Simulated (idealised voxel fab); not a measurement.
Presented below is a process module, voxel quadruple lines.
Shown is cross-section cut, with a width of 270 nm and square cells of size 5 nm.
Cross-section = grid of square cells, listed top down in bands; band = one or more rows.
Heads up on the band format: heights come first, top then bottom, in nm. After that it's the materials left to right, each with its width in nm. A single material flagged "edge to edge" fills the whole band edge to edge, and "empty" means there's empty space there.
Counting heights begins at 0, where everything beneath is, in the wafer as received, one material. The lowest band has no bottom; it goes on downwards, as "0 down" shows.
Quick explanation for "30 to 40": the width changes in equal steps down the rows of cells, from the first number in the band's top row to the second number in its bottom row.
Key: "no alterations made" - step with no changed cell in the cross-section.
This entry, "Closed cavity list", enumerates those empty regions of no fewer than 8 cells that possess no open connection to the top. Each region is reported in the form width x height at distance, the distance being taken from the left edge, with all three quantities expressed in nm.
Where a step's line continues beyond its settings, the continuation is a remark by the simulator itself on that step.
overlay nm: step with mask; distance mask lay right of planned place; negative value = left of planned place.
Intended process steps:
1 RECEIVE [material Si]
2 CONFORMAL_DEP [material SiO2] [thk nm 5]
3 DIRECTIONAL_DEP [material W] [thk nm 15]
4 DIRECTIONAL_DEP [material polySi] [thk nm 15]
5 DIRECTIONAL_DEP [material aC] [thk nm 25]
6 PATTERN [tone cover] [mask id MANDREL] [material resist] [width nm 30] [pitch nm 80] [thk nm 35] [overlay nm 0]
7 DIRECTIONAL_ETCH [etch materials aC] [depth nm 25]
8 STRIP [etch materials resist]
9 CONFORMAL_DEP [material SiO2] [thk nm 10]
10 DIRECTIONAL_ETCH [etch materials SiO2] [depth nm 10]
11 STRIP [etch materials aC]
12 DIRECTIONAL_ETCH [etch materials polySi] [depth nm 15]
13 STRIP [etch materials SiO2]
14 CONFORMAL_DEP [material SiCN] [thk nm 10]
15 DIRECTIONAL_ETCH [etch materials SiCN] [depth nm 5]
16 STRIP [etch materials polySi]
17 DIRECTIONAL_ETCH [etch materials W] [depth nm 15]
18 STRIP [etch materials SiCN]
The depth nm used in step 15 is not the same on every wafer, whereas the starting condition is; the value printed in the plan is the first wafer's.
Step 1 complete: as-received cross-section of the first of several wafers:
  0 down  Si edge to edge
  Closed cavity list: none
Last step of the module is step 18; after it, the first of several wafers in cross-section:
  35 to 20  empty 70, then polySi 10, then empty 30, then polySi 10, then empty 30, then polySi 10, then empty 30, then polySi 10, then empty 70
  20 to 5  W edge to edge
  5 to 0  SiO2 edge to edge
  0 down  Si edge to edge
  Closed cavity list: none
Here we cross-sectioned the last of the wafers once the module was done:
  5 to 0  SiO2 edge to edge
  0 down  Si edge to edge
  Closed cavity list: none
Below, a row for every wafer. Read it as the end-of-module picture: for each material the wafer shows its cells gained (+) or lost (-) since it was received, and then its closed voids:
depth nm 5 | +54 SiO2 | +162 W | +24 polySi | Closed cavity list: none
depth nm 10 | +54 SiO2 | +48 W | Closed cavity list: none
depth nm 15 | +54 SiO2 | +48 W | Closed cavity list: none
depth nm 20 | +54 SiO2 | +48 W | Closed cavity list: none
depth nm 25 | +54 SiO2 | Closed cavity list: none
